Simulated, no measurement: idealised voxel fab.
process module | voxel capacitor over wiring
cross-section cut | 265 nm wide | cells 5 nm
A cross-section is a grid of square cells, given in bands from the top down. A band is one or more rows of cells.
Each band's line starts with the height of the band's top and of its bottom, in nm. Then come its materials from left to right, each with its width in nm. One material with "throughout" fills the band from edge to edge. "air" is empty space.
Height 0 is the level under which the wafer as received is all one material. The lowest band goes on downwards, as in "0 down".
A width such as "30 to 40" changes by the same amount from each row of cells to the next, from the band's top row to its bottom row.
"no change" after a step means that no cell of the cross-section changed.
closed voids: empty space of 8 cells or more with no open way to the top, each as width x height at its distance from the left edge, in nm
after a step's settings: what the simulator itself notes on the step
overlay nm, on a step with a mask: how far to the right of its planned place the mask lay; to the left if negative
plan
1 op RECEIVE | material Si
2 op CONFORMAL_DEP | material SiO2 | thk nm 10
3 op CONFORMAL_DEP | material SiN | thk nm 5
4 op DIRECTIONAL_DEP | material lowk | thk nm 15
5 op DIRECTIONAL_DEP | material aC | thk nm 10
6 op PATTERN | tone open | mask id METAL_1 | material resist | width nm 20 | pitch nm 100 | thk nm 25 | overlay nm 0
7 op DIRECTIONAL_ETCH | etch materials aC | depth nm 10
8 op STRIP | etch materials resist
9 op DIRECTIONAL_ETCH | etch materials lowk | depth nm 15
10 op DIRECTIONAL_ETCH | etch materials SiN | depth nm 5
11 op STRIP | etch materials aC
12 op CONFORMAL_DEP | material TiN | thk nm 5
13 op FILL_DEP | material Cu | thk nm 10
14 op CMP | height nm 30
15 op EPI | material Ru | thk nm 5
16 op FILL_DEP | material SiCN | thk nm 5
17 op DIRECTIONAL_DEP | material lowk | thk nm 20
18 op MASKED_ETCH | tone open | mask id PLUG_1 | width nm 15 | etch materials lowk | depth nm 20 | overlay nm 0
19 op MASKED_ETCH | tone open | mask id PLUG_1 | width nm 15 | etch materials SiCN | depth nm 5 | overlay nm 0
20 op EPI | material Ru | thk nm 10
21 op EPI | material Ru | thk nm 10
22 op EPI | material Ru | thk nm 5
23 op DIRECTIONAL_DEP | material TiN | thk nm 10
24 op DIRECTIONAL_DEP | material Al2O3 | thk nm 5
25 op DIRECTIONAL_DEP | material TiN | thk nm 5
26 op PATTERN | tone cover | mask id UPPER_PLATE | material resist | width nm 75 | thk nm 15 | overlay nm 0
27 op DIRECTIONAL_ETCH | etch materials TiN | depth nm 5
28 op DIRECTIONAL_ETCH | etch materials Al2O3 | depth nm 5
29 op STRIP | etch materials resist
30 op MASKED_ETCH | tone cover | mask id LOWER_PLATE | width nm 85 | etch materials TiN | depth nm 10 | overlay nm 0
31 op FILL_DEP | material SiO2 | thk nm 15
32 op CMP | height nm 90
33 op DIRECTIONAL_DEP | material aC | thk nm 15
34 op PATTERN | tone open | mask id PLUG_2 | material resist | width nm 15 | thk nm 35 | overlay nm 0
35 op DIRECTIONAL_ETCH | etch materials aC | depth nm 15
36 op STRIP | etch materials resist
37 op DIRECTIONAL_ETCH | etch materials SiO2 | depth nm 10
38 op STRIP | etch materials aC
39 op CONFORMAL_DEP | material TiN | thk nm 5
40 op FILL_DEP | material Ru | thk nm 10
41 op CMP | height nm 90
42 op CONFORMAL_DEP | material SiCN | thk nm 5
varied across the wafers: width nm of step 6. The plan shows the first wafer's value. All wafers start alike
first wafer as received, after step 1
  0 down: Si throughout
  closed voids: none
first wafer at the end, after step 42
  95 to 90: SiCN throughout
  90 to 85: SiO2 90 | TiN 5 | Ru 5 | TiN 5 | SiO2 160
  85 to 75: SiO2 90 to 80 | TiN 15 to 75 | SiO2 160 to 110
  75 to 70: SiO2 80 | Al2O3 75 | SiO2 110
  70 to 60: SiO2 75 | TiN 85 | SiO2 105
  60 to 40: lowk 80 | Ru 15 | lowk 170
  40 to 35: SiCN 80 | Ru 15 | SiCN 170
  35 to 30: SiCN 65 | Ru 30 | SiCN 70 | Ru 30 | SiCN 70
  30 to 15: lowk 70 | TiN 5 | Cu 10 | TiN 5 | lowk 80 | TiN 5 | Cu 10 | TiN 5 | lowk 75
  15 to 10: SiN 70 | TiN 20 | SiN 80 | TiN 20 | SiN 75
  10 to 0: SiO2 throughout
  0 down: Si throughout
  closed voids: none
last wafer at the end
  95 to 90: SiCN throughout
  90 to 85: SiO2 90 | TiN 5 | Ru 5 | TiN 5 | SiO2 160
  85 to 75: SiO2 90 to 80 | TiN 15 to 75 | SiO2 160 to 110
  75 to 70: SiO2 80 | Al2O3 75 | SiO2 110
  70 to 60: SiO2 75 | TiN 85 | SiO2 105
  60 to 40: lowk 80 | Ru 15 | lowk 170
  40 to 35: SiCN 80 | Ru 15 | SiCN 170
  35 to 30: SiCN 55 | Ru 55 | SiCN 45 | Ru 55 | SiCN 55
  30 to 15: lowk 60 | TiN 5 | Cu 35 | TiN 5 | lowk 55 | TiN 5 | Cu 35 | TiN 5 | lowk 60
  15 to 10: SiN 60 | TiN 45 | SiN 55 | TiN 45 | SiN 60
  10 to 0: SiO2 throughout
  0 down: Si throughout
  closed voids: none
each wafer at the end: cells of each material gained (+) or lost (-) since it was received, then its closed voids
width nm 20 | +15 Al2O3 | +12 Cu | +28 Ru | +144 SiCN | +45 SiN | +354 SiO2 | +74 TiN | +335 lowk | closed voids: none
width nm 25 | +15 Al2O3 | +18 Cu | +30 Ru | +142 SiCN | +43 SiN | +354 SiO2 | +76 TiN | +329 lowk | closed voids: none
width nm 30 | +15 Al2O3 | +24 Cu | +32 Ru | +140 SiCN | +41 SiN | +354 SiO2 | +78 TiN | +323 lowk | closed voids: none
width nm 35 | +15 Al2O3 | +30 Cu | +34 Ru | +138 SiCN | +39 SiN | +354 SiO2 | +80 TiN | +317 lowk | closed voids: none
width nm 40 | +15 Al2O3 | +36 Cu | +36 Ru | +136 SiCN | +37 SiN | +354 SiO2 | +82 TiN | +311 lowk | closed voids: none
width nm 45 | +15 Al2O3 | +42 Cu | +38 Ru | +134 SiCN | +35 SiN | +354 SiO2 | +84 TiN | +305 lowk | closed voids: none
